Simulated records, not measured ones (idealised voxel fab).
process module | voxel capacitor over wiring
cross-section cut | 175 nm wide | cells 5 nm
A cross-section is a grid of square cells, given in bands from the top down. A band is one or more rows of cells.
Each band's line starts with the height of the band's top and of its bottom, in nm. Then come its materials from left to right, each with its width in nm. One material with "throughout" fills the band from edge to edge. "air" is empty space.
Height 0 is the level under which the wafer as received is all one material. The lowest band goes on downwards, as in "0 down".
A width such as "30 to 40" changes by the same amount from each row of cells to the next, from the band's top row to its bottom row.
"no change" after a step means that no cell of the cross-section changed.
closed voids: empty space of 8 cells or more with no open way to the top, each as width x height at its distance from the left edge, in nm
after a step's settings: what the simulator itself notes on the step
overlay nm, on a step with a mask: how far to the right of its planned place the mask lay; to the left if negative
plan
1 op RECEIVE | material Si
2 op CONFORMAL_DEP | material SiO2 | thk nm 15
3 op DIRECTIONAL_DEP | material TiN | thk nm 5
4 op DIRECTIONAL_DEP | material Ru | thk nm 20
5 op DIRECTIONAL_DEP | material aC | thk nm 15
6 op PATTERN | tone cover | mask id METAL_1 | material resist | width nm 30 | pitch nm 80 | thk nm 35 | overlay nm 0
7 op DIRECTIONAL_ETCH | etch materials aC | depth nm 15
8 op STRIP | etch materials resist
9 op DIRECTIONAL_ETCH | etch materials Ru | depth nm 20
10 op DIRECTIONAL_ETCH | etch materials TiN | depth nm 5
11 op STRIP | etch materials aC
12 op FILL_DEP | material lowk | thk nm 5
13 op CMP | height nm 40
14 op CONFORMAL_DEP | material SiCN | thk nm 5
15 op DIRECTIONAL_DEP | material lowk | thk nm 20
16 op DIRECTIONAL_DEP | material aC | thk nm 10
17 op PATTERN | tone open | mask id PLUG_1 | material resist | width nm 15 | thk nm 25 | overlay nm 0
18 op DIRECTIONAL_ETCH | etch materials aC | depth nm 10
19 op STRIP | etch materials resist
20 op DIRECTIONAL_ETCH | etch materials lowk | depth nm 20
21 op DIRECTIONAL_ETCH | etch materials SiCN | depth nm 5
22 op STRIP | etch materials aC
23 op CONFORMAL_DEP | material TiN | thk nm 5
24 op FILL_DEP | material Ru | thk nm 5
25 op CMP | height nm 65
26 op DIRECTIONAL_DEP | material TiN | thk nm 10
27 op DIRECTIONAL_DEP | material SiN | thk nm 5
28 op DIRECTIONAL_DEP | material TiN | thk nm 10
29 op DIRECTIONAL_DEP | material aC | thk nm 15
30 op PATTERN | tone cover | mask id UPPER_PLATE | material resist | width nm 55 | thk nm 30 | overlay nm 0
31 op DIRECTIONAL_ETCH | etch materials aC | depth nm 15
32 op STRIP | etch materials resist
33 op DIRECTIONAL_ETCH | etch materials TiN | depth nm 10
34 op DIRECTIONAL_ETCH | etch materials SiN | depth nm 5
35 op STRIP | etch materials aC
36 op DIRECTIONAL_DEP | material aC | thk nm 10
37 op PATTERN | tone cover | mask id LOWER_PLATE | material resist | width nm 65 | thk nm 30 | overlay nm 0
38 op DIRECTIONAL_ETCH | etch materials aC | depth nm 10
39 op STRIP | etch materials resist
40 op DIRECTIONAL_ETCH | etch materials TiN | depth nm 10
41 op STRIP | etch materials aC
42 op FILL_DEP | material SiO2 | thk nm 20
43 op CMP | height nm 105
44 op MASKED_ETCH | tone open | mask id PLUG_2 | width nm 15 | etch materials SiO2 | depth nm 15 | overlay nm 0
45 op CONFORMAL_DEP | material TiN | thk nm 5
46 op FILL_DEP | material Ru | thk nm 5
47 op CMP | height nm 105
48 op CONFORMAL_DEP | material SiCN | thk nm 5
first wafer, as planned
as received, after step 1
  0 down: Si throughout
  closed voids: none
after step 2
  15 to 0: SiO2 throughout
  below 0: unchanged
after step 3
  20 to 15: TiN throughout
  below 15: unchanged
after step 4
  40 to 20: Ru throughout
  below 20: unchanged
after step 5
  55 to 40: aC throughout
  below 40: unchanged
after step 6
  90 to 55: air 30 | resist 30 | air 50 | resist 30 | air 35
  below 55: unchanged
after step 7
  75 to 55: air 30 | resist 30 | air 50 | resist 30 | air 35
  55 to 40: air 30 | aC 30 | air 50 | aC 30 | air 35
  below 40: unchanged
after step 8
  55 to 40: air 30 | aC 30 | air 50 | aC 30 | air 35
  below 40: unchanged
after step 9
  55 to 40: air 30 | aC 30 | air 50 | aC 30 | air 35
  40 to 20: air 30 | Ru 30 | air 50 | Ru 30 | air 35
  below 20: unchanged
after step 10
  55 to 40: air 30 | aC 30 | air 50 | aC 30 | air 35
  40 to 20: air 30 | Ru 30 | air 50 | Ru 30 | air 35
  20 to 15: air 30 | TiN 30 | air 50 | TiN 30 | air 35
  below 15: unchanged
after step 11
  40 to 20: air 30 | Ru 30 | air 50 | Ru 30 | air 35
  below 20: unchanged
after step 12
  45 to 40: lowk throughout
  40 to 20: lowk 30 | Ru 30 | lowk 50 | Ru 30 | lowk 35
  20 to 15: lowk 30 | TiN 30 | lowk 50 | TiN 30 | lowk 35
  below 15: unchanged
after step 13
  40 to 20: lowk 30 | Ru 30 | lowk 50 | Ru 30 | lowk 35
  below 20: unchanged
after step 14
  45 to 40: SiCN throughout
  below 40: unchanged
after step 15
  65 to 45: lowk throughout
  below 45: unchanged
after step 16
  75 to 65: aC throughout
  below 65: unchanged
after step 17
  100 to 75: resist 45 | air 15 | resist 115
  below 75: unchanged
after step 18
  90 to 75: resist 45 | air 15 | resist 115
  75 to 65: aC 45 | air 15 | aC 115
  below 65: unchanged
after step 19
  75 to 65: aC 45 | air 15 | aC 115
  below 65: unchanged
after step 20
  75 to 65: aC 45 | air 15 | aC 115
  65 to 45: lowk 45 | air 15 | lowk 115
  below 45: unchanged
after step 21
  75 to 65: aC 45 | air 15 | aC 115
  65 to 45: lowk 45 | air 15 | lowk 115
  45 to 40: SiCN 45 | air 15 | SiCN 115
  below 40: unchanged
after step 22
  65 to 45: lowk 45 | air 15 | lowk 115
  below 45: unchanged
after step 23
  70 to 65: TiN 50 | air 5 | TiN 120
  65 to 45: lowk 45 | TiN 5 | air 5 | TiN 5 | lowk 115
  45 to 40: SiCN 45 | TiN 15 | SiCN 115
  below 40: unchanged
after step 24
  75 to 70: Ru throughout
  70 to 65: TiN 50 | Ru 5 | TiN 120
  65 to 45: lowk 45 | TiN 5 | Ru 5 | TiN 5 | lowk 115
  below 45: unchanged
after step 25
  65 to 45: lowk 45 | TiN 5 | Ru 5 | TiN 5 | lowk 115
  below 45: unchanged
after step 26
  75 to 65: TiN throughout
  below 65: unchanged
after step 27
  80 to 75: SiN throughout
  below 75: unchanged
after step 28
  90 to 80: TiN throughout
  below 80: unchanged
after step 29
  105 to 90: aC throughout
  below 90: unchanged
after step 30
  135 to 105: air 45 | resist 55 | air 75
  below 105: unchanged
after step 31
  120 to 105: air 45 | resist 55 | air 75
  105 to 90: air 45 | aC 55 | air 75
  below 90: unchanged
after step 32
  105 to 90: air 45 | aC 55 | air 75
  below 90: unchanged
after step 33
  105 to 90: air 45 | aC 55 | air 75
  90 to 80: air 45 | TiN 55 | air 75
  below 80: unchanged
after step 34
  105 to 90: air 45 | aC 55 | air 75
  90 to 80: air 45 | TiN 55 | air 75
  80 to 75: air 45 | SiN 55 | air 75
  below 75: unchanged
after step 35
  90 to 80: air 45 | TiN 55 | air 75
  below 80: unchanged
after step 36
  100 to 90: air 45 | aC 55 | air 75
  90 to 85: air 45 | TiN 55 | air 75
  85 to 80: aC 45 | TiN 55 | aC 75
  80 to 75: aC 45 | SiN 55 | aC 75
  below 75: unchanged
after step 37
  130 to 100: air 40 | resist 65 | air 70
  100 to 90: air 40 | resist 5 | aC 55 | resist 5 | air 70
  90 to 85: air 40 | resist 5 | TiN 55 | resist 5 | air 70
  below 85: unchanged
after step 38
  120 to 100: air 40 | resist 65 | air 70
  100 to 90: air 40 | resist 5 | aC 55 | resist 5 | air 70
  90 to 85: air 40 | resist 5 | TiN 55 | resist 5 | air 70
  85 to 80: air 40 | aC 5 | TiN 55 | aC 5 | air 70
  80 to 75: air 40 | aC 5 | SiN 55 | aC 5 | air 70
  below 75: unchanged
after step 39
  100 to 90: air 45 | aC 55 | air 75
  90 to 85: air 45 | TiN 55 | air 75
  below 85: unchanged
after step 40
  100 to 90: air 45 | aC 55 | air 75
  90 to 85: air 45 | TiN 55 | air 75
  85 to 80: air 40 | aC 5 | TiN 55 | aC 5 | air 70
  80 to 75: air 40 | aC 5 | SiN 55 | aC 5 | air 70
  75 to 65: air 40 | TiN 65 | air 70
  below 65: unchanged
after step 41
  90 to 80: air 45 | TiN 55 | air 75
  80 to 75: air 45 | SiN 55 | air 75
  below 75: unchanged
after step 42
  110 to 90: SiO2 throughout
  90 to 80: SiO2 45 | TiN 55 | SiO2 75
  80 to 75: SiO2 45 | SiN 55 | SiO2 75
  75 to 65: SiO2 40 | TiN 65 | SiO2 70
  below 65: unchanged
after step 43
  105 to 90: SiO2 throughout
  below 90: unchanged
after step 44
  105 to 90: SiO2 55 | air 15 | SiO2 105
  below 90: unchanged
after step 45
  110 to 105: TiN 60 | air 5 | TiN 110
  105 to 95: SiO2 55 | TiN 5 | air 5 | TiN 5 | SiO2 105
  95 to 90: SiO2 55 | TiN 15 | SiO2 105
  below 90: unchanged
after step 46
  115 to 110: Ru throughout
  110 to 105: TiN 60 | Ru 5 | TiN 110
  105 to 95: SiO2 55 | TiN 5 | Ru 5 | TiN 5 | SiO2 105
  below 95: unchanged
after step 47
  105 to 95: SiO2 55 | TiN 5 | Ru 5 | TiN 5 | SiO2 105
  below 95: unchanged
after step 48
  110 to 105: SiCN throughout
  below 105: unchanged
second wafer: like start, like plan, one mistake. Through step 14 it matches the first wafer
when step 15 should have ended
  65 to 40: SiCN throughout
  below 40: unchanged
when step 16 should have ended
  75 to 65: aC throughout
  below 65: unchanged
when step 17 should have ended
  100 to 75: resist 45 | air 15 | resist 115
  below 75: unchanged
when step 18 should have ended
  90 to 75: resist 45 | air 15 | resist 115
  75 to 65: aC 45 | air 15 | aC 115
  below 65: unchanged
when step 19 should have ended
  75 to 65: aC 45 | air 15 | aC 115
  below 65: unchanged
when step 20 should have ended: no change
when step 21 should have ended
  75 to 65: aC 45 | air 15 | aC 115
  65 to 60: SiCN 45 | air 15 | SiCN 115
  below 60: unchanged
when step 22 should have ended
  65 to 60: SiCN 45 | air 15 | SiCN 115
  below 60: unchanged
when step 23 should have ended
  70 to 65: TiN 50 | air 5 | TiN 120
  65 to 60: SiCN 45 | TiN 15 | SiCN 115
  below 60: unchanged
when step 24 should have ended
  75 to 70: Ru throughout
  70 to 65: TiN 50 | Ru 5 | TiN 120
  below 65: unchanged
when step 25 should have ended
  65 to 60: SiCN 45 | TiN 15 | SiCN 115
  below 60: unchanged
when step 26 should have ended
  75 to 65: TiN throughout
  below 65: unchanged
when step 27 should have ended
  80 to 75: SiN throughout
  below 75: unchanged
when step 28 should have ended
  90 to 80: TiN throughout
  below 80: unchanged
when step 29 should have ended
  105 to 90: aC throughout
  below 90: unchanged
when step 30 should have ended
  135 to 105: air 45 | resist 55 | air 75
  below 105: unchanged
when step 31 should have ended
  120 to 105: air 45 | resist 55 | air 75
  105 to 90: air 45 | aC 55 | air 75
  below 90: unchanged
when step 32 should have ended
  105 to 90: air 45 | aC 55 | air 75
  below 90: unchanged
when step 33 should have ended
  105 to 90: air 45 | aC 55 | air 75
  90 to 80: air 45 | TiN 55 | air 75
  below 80: unchanged
when step 34 should have ended
  105 to 90: air 45 | aC 55 | air 75
  90 to 80: air 45 | TiN 55 | air 75
  80 to 75: air 45 | SiN 55 | air 75
  below 75: unchanged
when step 35 should have ended
  90 to 80: air 45 | TiN 55 | air 75
  below 80: unchanged
when step 36 should have ended
  100 to 90: air 45 | aC 55 | air 75
  90 to 85: air 45 | TiN 55 | air 75
  85 to 80: aC 45 | TiN 55 | aC 75
  80 to 75: aC 45 | SiN 55 | aC 75
  below 75: unchanged
when step 37 should have ended
  130 to 100: air 40 | resist 65 | air 70
  100 to 90: air 40 | resist 5 | aC 55 | resist 5 | air 70
  90 to 85: air 40 | resist 5 | TiN 55 | resist 5 | air 70
  below 85: unchanged
when step 38 should have ended
  120 to 100: air 40 | resist 65 | air 70
  100 to 90: air 40 | resist 5 | aC 55 | resist 5 | air 70
  90 to 85: air 40 | resist 5 | TiN 55 | resist 5 | air 70
  85 to 80: air 40 | aC 5 | TiN 55 | aC 5 | air 70
  80 to 75: air 40 | aC 5 | SiN 55 | aC 5 | air 70
  below 75: unchanged
when step 39 should have ended
  100 to 90: air 45 | aC 55 | air 75
  90 to 85: air 45 | TiN 55 | air 75
  below 85: unchanged
when step 40 should have ended
  100 to 90: air 45 | aC 55 | air 75
  90 to 85: air 45 | TiN 55 | air 75
  85 to 80: air 40 | aC 5 | TiN 55 | aC 5 | air 70
  80 to 75: air 40 | aC 5 | SiN 55 | aC 5 | air 70
  75 to 65: air 40 | TiN 65 | air 70
  below 65: unchanged
when step 41 should have ended
  90 to 80: air 45 | TiN 55 | air 75
  80 to 75: air 45 | SiN 55 | air 75
  below 75: unchanged
when step 42 should have ended
  110 to 90: SiO2 throughout
  90 to 80: SiO2 45 | TiN 55 | SiO2 75
  80 to 75: SiO2 45 | SiN 55 | SiO2 75
  75 to 65: SiO2 40 | TiN 65 | SiO2 70
  below 65: unchanged
when step 43 should have ended
  105 to 90: SiO2 throughout
  below 90: unchanged
when step 44 should have ended
  105 to 90: SiO2 55 | air 15 | SiO2 105
  below 90: unchanged
when step 45 should have ended
  110 to 105: TiN 60 | air 5 | TiN 110
  105 to 95: SiO2 55 | TiN 5 | air 5 | TiN 5 | SiO2 105
  95 to 90: SiO2 55 | TiN 15 | SiO2 105
  below 90: unchanged
when step 46 should have ended
  115 to 110: Ru throughout
  110 to 105: TiN 60 | Ru 5 | TiN 110
  105 to 95: SiO2 55 | TiN 5 | Ru 5 | TiN 5 | SiO2 105
  below 95: unchanged
when step 47 should have ended
  105 to 95: SiO2 55 | TiN 5 | Ru 5 | TiN 5 | SiO2 105
  below 95: unchanged
when step 48 should have ended
  110 to 105: SiCN throughout
  below 105: unchanged
what went wrong: step 15 ran as: op DIRECTIONAL_DEP | material SiCN | thk nm 20
at the end the second wafer has, in cells: 4 fewer of Ru | 140 more of SiCN | 8 fewer of TiN | 128 fewer of lowk
